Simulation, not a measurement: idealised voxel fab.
Name of the process module below: voxel double patterning
Cross-section cut: width 205 nm, square cells of 5 nm.
How to read a cross-section here: the picture is a grid of square cells, written as bands going from the top down, and any band can span one or more rows of cells. This entry defines a band. It first specifies the height of the band's top and the height of its bottom in nm, and then specifies the band's materials from left to right, stating each material with its width in nm. The word "edge to edge" identifies a single material that fills the band from edge to edge, while the word "blank" identifies empty space. Below 0: as-received wafer, all one material; heights counted from there. Lowest band: no bottom, goes on down, written "0 nm and below". Graded width ("30 to 40"): value in top row of band = first number; value in bottom row = second number; row-to-row change constant. Step note "nothing altered" = no cross-section cell changed. "Cavities, closed" - sealed voids, min. 8 cells, no opening to top; format: width x height at distance (distance from left edge; nm throughout). On a step's line, text after the settings is the simulator commenting on that step. overlay nm: mask right of planned place by this much (step with mask). Neg. = left.
## Here's what the planned process steps look like
step 1: RECEIVE, material Si
step 2: CONFORMAL_DEP, material SiO2, thk nm 5
step 3: DIRECTIONAL_DEP, material W, thk nm 10
step 4: DIRECTIONAL_DEP, material SiN, thk nm 10
step 5: PATTERN, tone open, mask id FIRST, material resist, width nm 15, pitch nm 50, thk nm 15, overlay nm -15
step 6: DIRECTIONAL_ETCH, etch materials SiN, depth nm 10
step 7: STRIP, etch materials resist
step 8: MASKED_ETCH, tone open, mask id SECOND, width nm 15, etch materials SiN, depth nm 10, overlay nm 0
step 9: DIRECTIONAL_ETCH, etch materials W, depth nm 10
step 10: STRIP, etch materials SiN
Heads up: all these wafers start the same, and what changes between them is the overlay nm in step 5. The value you see in the plan is just what the first wafer got.
## Received wafers, first of several: cross-section after step 1
0 nm and below = Si edge to edge
Cavities, closed: none
## first wafer at the end, after step 10
15 nm to 5 nm = 55 W  15 blank  25 W  25 blank  85 W
5 nm to 0 nm = SiO2 edge to edge
0 nm and below = Si edge to edge
Cavities, closed: none
## Sectional view of the last wafer upon completion of the module
15 nm to 5 nm = 85 W  25 blank  25 W  15 blank  55 W
5 nm to 0 nm = SiO2 edge to edge
0 nm and below = Si edge to edge
Cavities, closed: none
## For your reference, the table is organized with a row per wafer; each row reflects the wafer at the end of the module, indicating for each material the cells gained (+) or lost (-) since receipt, and thereafter its closed voids
overlay nm -15 | +41 SiO2 | +66 W | Cavities, closed: none
overlay nm -10 | +41 SiO2 | +64 W | Cavities, closed: none
overlay nm -5 | +41 SiO2 | +64 W | Cavities, closed: none
overlay nm 0 | +41 SiO2 | +64 W | Cavities, closed: none
overlay nm 5 | +41 SiO2 | +64 W | Cavities, closed: none
overlay nm 10 | +41 SiO2 | +64 W | Cavities, closed: none
overlay nm 15 | +41 SiO2 | +66 W | Cavities, closed: none
